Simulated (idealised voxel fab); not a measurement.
The following process module bears the name voxel released beams.
The figure presents cross-section cut, which has a width of 145 nm and is divided into square cells with an edge length of 5 nm.
A cross-section is written here as square cells arranged in a grid, and it is given in bands from the top down, each band taking up one or more rows of cells.
Band: top and bottom heights (nm) first, top before bottom; then materials from left to right, widths in nm. "full width" marks a sole material filling the band edge to edge. "empty" denotes empty space.
We count height from 0. Below that, the starting wafer is all one material. The lowest band never ends at the bottom but goes on down; see "0..down" for how that is written.
Top row gets the first number, bottom row gets the second, and each row in between changes by the same step: that is how a band width like "30..40" works.
Reading "nothing changed" for a step: not a cell of the cross-section changed in it.
Listed in "Enclosed void catalog": every empty space of 8 or more cells without an open way to the top. Form: width x height at distance, the distance being from the left edge, all in nm.
Note: text after step settings on the step line = simulator remark on that step.
For masked steps, "overlay nm" on the step line gives how far right of plan the mask actually lay; a minus sign means it lay to the left.
## The process steps that were planned are listed below
1. RECEIVE [material Si]
2. CONFORMAL_DEP [material Al2O3] [thk nm 5]
3. DIRECTIONAL_DEP [material SiO2] [thk nm 20]
4. DIRECTIONAL_DEP [material aC] [thk nm 10]
5. PATTERN [tone open] [mask id ANCHOR] [material resist] [width nm 25] [thk nm 30] [overlay nm 0]
6. DIRECTIONAL_ETCH [etch materials aC] [depth nm 10]
7. STRIP [etch materials resist]
8. DIRECTIONAL_ETCH [etch materials SiO2] [depth nm 20]
9. STRIP [etch materials aC]
10. CONFORMAL_DEP [material polySi] [thk nm 10]
11. DIRECTIONAL_DEP [material aC] [thk nm 15]
12. PATTERN [tone cover] [mask id BEAM] [material resist] [width nm 80] [thk nm 30] [overlay nm 0]
13. DIRECTIONAL_ETCH [etch materials aC] [depth nm 15]
14. STRIP [etch materials resist]
15. DIRECTIONAL_ETCH [etch materials polySi] [depth nm 10]
16. STRIP [etch materials aC]
17. STRIP [etch materials SiO2]
## Step 1 complete: cross-section of the wafer as received
> 0..down = Si full width
> Enclosed void catalog: none
## The following cross-section depicts the wafer upon conclusion of the module. Processing commenced from the starting condition illustrated above and adhered to the plan illustrated above, save for one mistake in execution
> 30..25 = 30 nm empty, then 10 nm polySi, then 15 nm empty, then 55 nm polySi, then 35 nm empty
> 25..10 = 35 nm empty, then 5 nm polySi, then 15 nm empty, then 5 nm polySi, then 85 nm empty
> 10..5 = 35 nm empty, then 25 nm polySi, then 85 nm empty
> 5..0 = Al2O3 full width
> 0..down = Si full width
> Enclosed void catalog: none
So what did we get wrong on this run? step 10 did not happen as planned, as run it was CONFORMAL_DEP [material polySi] [thk nm 5]
